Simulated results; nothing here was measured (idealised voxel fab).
process module | voxel plated lines
Square cells of 5 nm make up the cross-section cut, whose width is 225 nm.
Just so we're on the same page, the cross-sections are grids of square cells, and they're listed out in bands top to bottom, each band one or more rows deep.
Each band's line starts with the height of the band's top and of its bottom, in nm. Then come its materials from left to right, each with its width in nm. One material with "throughout" fills the band from edge to edge. "empty" is empty space.
Note: height 0 marks the level under which the wafer is uniformly one material as received. Lowest band unbounded below, written "0 -> down".
It should be noted that a width expressed as "30->40" varies in equal increments from row to row of cells within the band, taking the value of the first number at the top row and that of the second number at the bottom row.
A step reported as "same as before" is a step in which no cell of the cross-section changed.
The label "Enclosed void inventory" introduces a list of the empty spaces, 8 cells or larger, that have no open way up to the top; each entry in it reads width x height at distance, where the distance is taken from the left edge and all three are stated in nm.
after a step's settings: what the simulator itself notes on the step
"overlay nm" answers the question of how far to the right of plan the mask lay on a step that has a mask, and when it is negative the answer is to the left.
-- Intended process steps
| 1 | RECEIVE [material Si] |
| 2 | CONFORMAL_DEP [material Al2O3] [thk nm 5] |
| 3 | DIRECTIONAL_DEP [material TiN] [thk nm 5] |
| 4 | PATTERN [tone open] [mask id LINES] [material resist] [width nm 20] [pitch nm 45] [thk nm 30] [overlay nm 0] |
| 5 | EPI [material Ru] [thk nm 5] |
| 6 | EPI [material Ru] [thk nm 5] |
| 7 | STRIP [etch materials resist] |
| 8 | DIRECTIONAL_ETCH [etch materials TiN] [depth nm 5] |
| 9 | CONFORMAL_DEP [material SiN] [thk nm 10] |
-- Wafer as received: cross-section following step 1
* 0 -> down | Si throughout
* Enclosed void inventory: none
-- Here's the cross-section of the first of our two wafers at the end of the module - it ran as planned
* 30 -> 20 | 70 of empty, 40 of SiN, 5 of empty, 40 of SiN, 70 of empty
* 20 -> 15 | 70 of empty, 10 of SiN, 20 of Ru, 10 of SiN, 5 of empty, 10 of SiN, 20 of Ru, 10 of SiN, 70 of empty
* 15 -> 10 | 80 of SiN, 20 of Ru, 25 of SiN, 20 of Ru, 80 of SiN
* 10 -> 5 | 80 of SiN, 20 of TiN, 25 of SiN, 20 of TiN, 80 of SiN
* 5 -> 0 | Al2O3 throughout
* 0 -> down | Si throughout
* Enclosed void inventory: none
-- What the second wafer looks like in cross-section once the module is done. Its start and its plan matched the first wafer's exactly; what differed was one mistake in how it was run
* 30 -> 20 | 60 of empty, 40 of SiN, 5 of empty, 40 of SiN, 80 of empty
* 20 -> 15 | 60 of empty, 10 of SiN, 20 of Ru, 10 of SiN, 5 of empty, 10 of SiN, 20 of Ru, 10 of SiN, 80 of empty
* 15 -> 10 | 70 of SiN, 20 of Ru, 25 of SiN, 20 of Ru, 90 of SiN
* 10 -> 5 | 70 of SiN, 20 of TiN, 25 of SiN, 20 of TiN, 90 of SiN
* 5 -> 0 | Al2O3 throughout
* 0 -> down | Si throughout
* Enclosed void inventory: none
Processing error: step 4 did not use the planned setting and instead ran as PATTERN [tone open] [mask id LINES] [material resist] [width nm 20] [pitch nm 45] [thk nm 30] [overlay nm -10]
At the end, the second wafer has the same number of cells of each material as the first, but those cells sit in other places.
